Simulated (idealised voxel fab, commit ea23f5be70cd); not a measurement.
The name of this process module is voxel quadruple lines.
For reference, the cross-section in this document is cut, with width 265 nm and square cells of 5 nm.
The cross-sections in this document take the form of a grid made of square cells. They are written out as bands, in order from top to bottom. Each band consists of one or more rows of cells. The entry gives the band's vertical extent as a top height and a bottom height in nm, then its horizontal make-up as materials from left to right, each with a width in nm. "air" stands for empty space; a single material marked "everywhere" fills the band edge to edge. The reference from which all heights are counted is 0, the level beneath which the as-received wafer is entirely one material; the lowest band, having no lower bound, proceeds downward and is written after the example "from 0 down". It should be noted that a width expressed as "30..40" varies in equal increments from row to row of cells within the band, taking the value of the first number at the top row and that of the second number at the bottom row. The cross-section has no changed cell in any step marked "nothing different". "Enclosed cavity list": sealed empty spaces, 8 cells or more, no open way to top, listed width x height at distance, with distance from the left edge and width, height and distance in nm. That trailing text on a step's line, after the settings, is the simulator's own remark on the step. You can add "overlay nm" to a step's line. For a step with a mask, it describes how far the mask lay to the right of its planned position, and a negative number describes a lay to the left.
SO HERE'S THE LINEUP OF PROCESS STEPS WE PLANNED
1) RECEIVE, material Si
2) CONFORMAL_DEP, material SiO2, thk nm 5
3) DIRECTIONAL_DEP, material TiN, thk nm 10
4) DIRECTIONAL_DEP, material polySi, thk nm 15
5) DIRECTIONAL_DEP, material aC, thk nm 25
6) PATTERN, tone cover, mask id MANDREL, material resist, width nm 25, pitch nm 80, thk nm 30, overlay nm 0
7) DIRECTIONAL_ETCH, etch materials aC, depth nm 25
8) STRIP, etch materials resist
9) CONFORMAL_DEP, material SiO2, thk nm 15
10) DIRECTIONAL_ETCH, etch materials SiO2, depth nm 15
11) STRIP, etch materials aC
12) DIRECTIONAL_ETCH, etch materials polySi, depth nm 15
13) STRIP, etch materials SiO2
14) CONFORMAL_DEP, material SiCN, thk nm 5
15) DIRECTIONAL_ETCH, etch materials SiCN, depth nm 5
16) STRIP, etch materials polySi
17) DIRECTIONAL_ETCH, etch materials TiN, depth nm 10
18) STRIP, etch materials SiCN
FIRST WAFER, AS PLANNED
THIS IS THE CROSS-SECTION OF THE WAFER AS WE RECEIVED IT, I.E. AFTER STEP 1
	from 0 down = Si everywhere
	Enclosed cavity list: none
THE FOLLOWING CROSS-SECTION DEPICTS THE WAFER UPON COMPLETION OF STEP 2
	from 5 to 0 = SiO2 everywhere
	Heights below 0 show no change.
THE FOLLOWING CROSS-SECTION DEPICTS THE WAFER UPON COMPLETION OF STEP 3
	from 15 to 5 = TiN everywhere
	Heights below 5 show no change.
THE FOLLOWING CROSS-SECTION DEPICTS THE WAFER UPON COMPLETION OF STEP 4
	from 30 to 15 = polySi everywhere
	Heights below 15 show no change.
THE FOLLOWING CROSS-SECTION DEPICTS THE WAFER UPON COMPLETION OF STEP 5
	from 55 to 30 = aC everywhere
	Heights below 30 show no change.
THE FOLLOWING CROSS-SECTION DEPICTS THE WAFER UPON COMPLETION OF STEP 6
	from 85 to 55 = air 80 nm / resist 25 nm / air 55 nm / resist 25 nm / air 80 nm
	Heights below 55 show no change.
THE FOLLOWING CROSS-SECTION DEPICTS THE WAFER UPON COMPLETION OF STEP 7
	from 60 to 55 = air 80 nm / resist 25 nm / air 55 nm / resist 25 nm / air 80 nm
	from 55 to 30 = air 80 nm / aC 25 nm / air 55 nm / aC 25 nm / air 80 nm
	Heights below 30 show no change.
THE FOLLOWING CROSS-SECTION DEPICTS THE WAFER UPON COMPLETION OF STEP 8
	from 55 to 30 = air 80 nm / aC 25 nm / air 55 nm / aC 25 nm / air 80 nm
	Heights below 30 show no change.
THE FOLLOWING CROSS-SECTION DEPICTS THE WAFER UPON COMPLETION OF STEP 9
	from 70 to 55 = air 65 nm / SiO2 55 nm / air 25 nm / SiO2 55 nm / air 65 nm
	from 55 to 45 = air 65 nm / SiO2 15 nm / aC 25 nm / SiO2 15 nm / air 25 nm / SiO2 15 nm / aC 25 nm / SiO2 15 nm / air 65 nm
	from 45 to 30 = SiO2 80 nm / aC 25 nm / SiO2 55 nm / aC 25 nm / SiO2 80 nm
	Heights below 30 show no change.
THE FOLLOWING CROSS-SECTION DEPICTS THE WAFER UPON COMPLETION OF STEP 10
	from 55 to 30 = air 65 nm / SiO2 15 nm / aC 25 nm / SiO2 15 nm / air 25 nm / SiO2 15 nm / aC 25 nm / SiO2 15 nm / air 65 nm
	Heights below 30 show no change.
THE FOLLOWING CROSS-SECTION DEPICTS THE WAFER UPON COMPLETION OF STEP 11
	from 55 to 30 = air 65 nm / SiO2 15 nm / air 25 nm / SiO2 15 nm / air 25 nm / SiO2 15 nm / air 25 nm / SiO2 15 nm / air 65 nm
	Heights below 30 show no change.
THE FOLLOWING CROSS-SECTION DEPICTS THE WAFER UPON COMPLETION OF STEP 12
	from 55 to 30 = air 65 nm / SiO2 15 nm / air 25 nm / SiO2 15 nm / air 25 nm / SiO2 15 nm / air 25 nm / SiO2 15 nm / air 65 nm
	from 30 to 15 = air 65 nm / polySi 15 nm / air 25 nm / polySi 15 nm / air 25 nm / polySi 15 nm / air 25 nm / polySi 15 nm / air 65 nm
	Heights below 15 show no change.
THE FOLLOWING CROSS-SECTION DEPICTS THE WAFER UPON COMPLETION OF STEP 13
	from 30 to 15 = air 65 nm / polySi 15 nm / air 25 nm / polySi 15 nm / air 25 nm / polySi 15 nm / air 25 nm / polySi 15 nm / air 65 nm
	Heights below 15 show no change.
THE FOLLOWING CROSS-SECTION DEPICTS THE WAFER UPON COMPLETION OF STEP 14
	from 35 to 30 = air 60 nm / SiCN 25 nm / air 15 nm / SiCN 25 nm / air 15 nm / SiCN 25 nm / air 15 nm / SiCN 25 nm / air 60 nm
	from 30 to 20 = air 60 nm / SiCN 5 nm / polySi 15 nm / SiCN 5 nm / air 15 nm / SiCN 5 nm / polySi 15 nm / SiCN 5 nm / air 15 nm / SiCN 5 nm / polySi 15 nm / SiCN 5 nm / air 15 nm / SiCN 5 nm / polySi 15 nm / SiCN 5 nm / air 60 nm
	from 20 to 15 = SiCN 65 nm / polySi 15 nm / SiCN 25 nm / polySi 15 nm / SiCN 25 nm / polySi 15 nm / SiCN 25 nm / polySi 15 nm / SiCN 65 nm
	Heights below 15 show no change.
THE FOLLOWING CROSS-SECTION DEPICTS THE WAFER UPON COMPLETION OF STEP 15
	from 30 to 15 = air 60 nm / SiCN 5 nm / polySi 15 nm / SiCN 5 nm / air 15 nm / SiCN 5 nm / polySi 15 nm / SiCN 5 nm / air 15 nm / SiCN 5 nm / polySi 15 nm / SiCN 5 nm / air 15 nm / SiCN 5 nm / polySi 15 nm / SiCN 5 nm / air 60 nm
	Heights below 15 show no change.
THE FOLLOWING CROSS-SECTION DEPICTS THE WAFER UPON COMPLETION OF STEP 16
	from 30 to 15 = air 60 nm / SiCN 5 nm / air 15 nm / SiCN 5 nm / air 15 nm / SiCN 5 nm / air 15 nm / SiCN 5 nm / air 15 nm / SiCN 5 nm / air 15 nm / SiCN 5 nm / air 15 nm / SiCN 5 nm / air 15 nm / SiCN 5 nm / air 60 nm
	Heights below 15 show no change.
THE FOLLOWING CROSS-SECTION DEPICTS THE WAFER UPON COMPLETION OF STEP 17
	from 30 to 15 = air 60 nm / SiCN 5 nm / air 15 nm / SiCN 5 nm / air 15 nm / SiCN 5 nm / air 15 nm / SiCN 5 nm / air 15 nm / SiCN 5 nm / air 15 nm / SiCN 5 nm / air 15 nm / SiCN 5 nm / air 15 nm / SiCN 5 nm / air 60 nm
	from 15 to 5 = air 60 nm / TiN 5 nm / air 15 nm / TiN 5 nm / air 15 nm / TiN 5 nm / air 15 nm / TiN 5 nm / air 15 nm / TiN 5 nm / air 15 nm / TiN 5 nm / air 15 nm / TiN 5 nm / air 15 nm / TiN 5 nm / air 60 nm
	Heights below 5 show no change.
THE FOLLOWING CROSS-SECTION DEPICTS THE WAFER UPON COMPLETION OF STEP 18
	from 15 to 5 = air 60 nm / TiN 5 nm / air 15 nm / TiN 5 nm / air 15 nm / TiN 5 nm / air 15 nm / TiN 5 nm / air 15 nm / TiN 5 nm / air 15 nm / TiN 5 nm / air 15 nm / TiN 5 nm / air 15 nm / TiN 5 nm / air 60 nm
	Heights below 5 show no change.
SECOND WAFER, SAME STARTING STATE AND PLAN AS THE FIRST, ONE MISTAKE IN THE RUN, IDENTICAL THROUGH STEP 11
CROSS-SECTION OF THE SECOND WAFER AT THE TIME BY WHICH STEP 12 SHOULD HAVE BEEN COMPLETED ACCORDING TO THE PLAN
	from 55 to 30 = air 65 nm / SiO2 15 nm / air 25 nm / SiO2 15 nm / air 25 nm / SiO2 15 nm / air 25 nm / SiO2 15 nm / air 65 nm
	from 30 to 15 = air 65 nm / polySi 15 nm / air 25 nm / polySi 15 nm / air 25 nm / polySi 15 nm / air 25 nm / polySi 15 nm / air 65 nm
	Heights below 15 show no change.
CROSS-SECTION OF THE SECOND WAFER AT THE TIME BY WHICH STEP 13 SHOULD HAVE BEEN COMPLETED ACCORDING TO THE PLAN
	from 30 to 15 = air 65 nm / polySi 15 nm / air 25 nm / polySi 15 nm / air 25 nm / polySi 15 nm / air 25 nm / polySi 15 nm / air 65 nm
	Heights below 15 show no change.
CROSS-SECTION OF THE SECOND WAFER AT THE TIME BY WHICH STEP 14 SHOULD HAVE BEEN COMPLETED ACCORDING TO THE PLAN
	from 35 to 30 = air 60 nm / SiCN 25 nm / air 15 nm / SiCN 25 nm / air 15 nm / SiCN 25 nm / air 15 nm / SiCN 25 nm / air 60 nm
	from 30 to 20 = air 60 nm / SiCN 5 nm / polySi 15 nm / SiCN 5 nm / air 15 nm / SiCN 5 nm / polySi 15 nm / SiCN 5 nm / air 15 nm / SiCN 5 nm / polySi 15 nm / SiCN 5 nm / air 15 nm / SiCN 5 nm / polySi 15 nm / SiCN 5 nm / air 60 nm
	from 20 to 15 = SiCN 65 nm / polySi 15 nm / SiCN 25 nm / polySi 15 nm / SiCN 25 nm / polySi 15 nm / SiCN 25 nm / polySi 15 nm / SiCN 65 nm
	Heights below 15 show no change.
CROSS-SECTION OF THE SECOND WAFER AT THE TIME BY WHICH STEP 15 SHOULD HAVE BEEN COMPLETED ACCORDING TO THE PLAN
	from 30 to 15 = air 60 nm / SiCN 5 nm / polySi 15 nm / SiCN 5 nm / air 15 nm / SiCN 5 nm / polySi 15 nm / SiCN 5 nm / air 15 nm / SiCN 5 nm / polySi 15 nm / SiCN 5 nm / air 15 nm / SiCN 5 nm / polySi 15 nm / SiCN 5 nm / air 60 nm
	Heights below 15 show no change.
CROSS-SECTION OF THE SECOND WAFER AT THE TIME BY WHICH STEP 16 SHOULD HAVE BEEN COMPLETED ACCORDING TO THE PLAN
	from 30 to 15 = air 60 nm / SiCN 5 nm / air 15 nm / SiCN 5 nm / air 15 nm / SiCN 5 nm / air 15 nm / SiCN 5 nm / air 15 nm / SiCN 5 nm / air 15 nm / SiCN 5 nm / air 15 nm / SiCN 5 nm / air 15 nm / SiCN 5 nm / air 60 nm
	Heights below 15 show no change.
CROSS-SECTION OF THE SECOND WAFER AT THE TIME BY WHICH STEP 17 SHOULD HAVE BEEN COMPLETED ACCORDING TO THE PLAN
	from 30 to 15 = air 60 nm / SiCN 5 nm / air 15 nm / SiCN 5 nm / air 15 nm / SiCN 5 nm / air 15 nm / SiCN 5 nm / air 15 nm / SiCN 5 nm / air 15 nm / SiCN 5 nm / air 15 nm / SiCN 5 nm / air 15 nm / SiCN 5 nm / air 60 nm
	from 15 to 5 = air 60 nm / TiN 5 nm / air 15 nm / TiN 5 nm / air 15 nm / TiN 5 nm / air 15 nm / TiN 5 nm / air 15 nm / TiN 5 nm / air 15 nm / TiN 5 nm / air 15 nm / TiN 5 nm / air 15 nm / TiN 5 nm / air 60 nm
	Heights below 5 show no change.
CROSS-SECTION OF THE SECOND WAFER AT THE TIME BY WHICH STEP 18 SHOULD HAVE BEEN COMPLETED ACCORDING TO THE PLAN
	from 15 to 5 = air 60 nm / TiN 5 nm / air 15 nm / TiN 5 nm / air 15 nm / TiN 5 nm / air 15 nm / TiN 5 nm / air 15 nm / TiN 5 nm / air 15 nm / TiN 5 nm / air 15 nm / TiN 5 nm / air 15 nm / TiN 5 nm / air 60 nm
	Heights below 5 show no change.
Nonconformance to the process plan: the plan's step 12 ran twice
The final cross-section is the same for the two wafers, so this model computes the same thing whether or not the mistake was made.
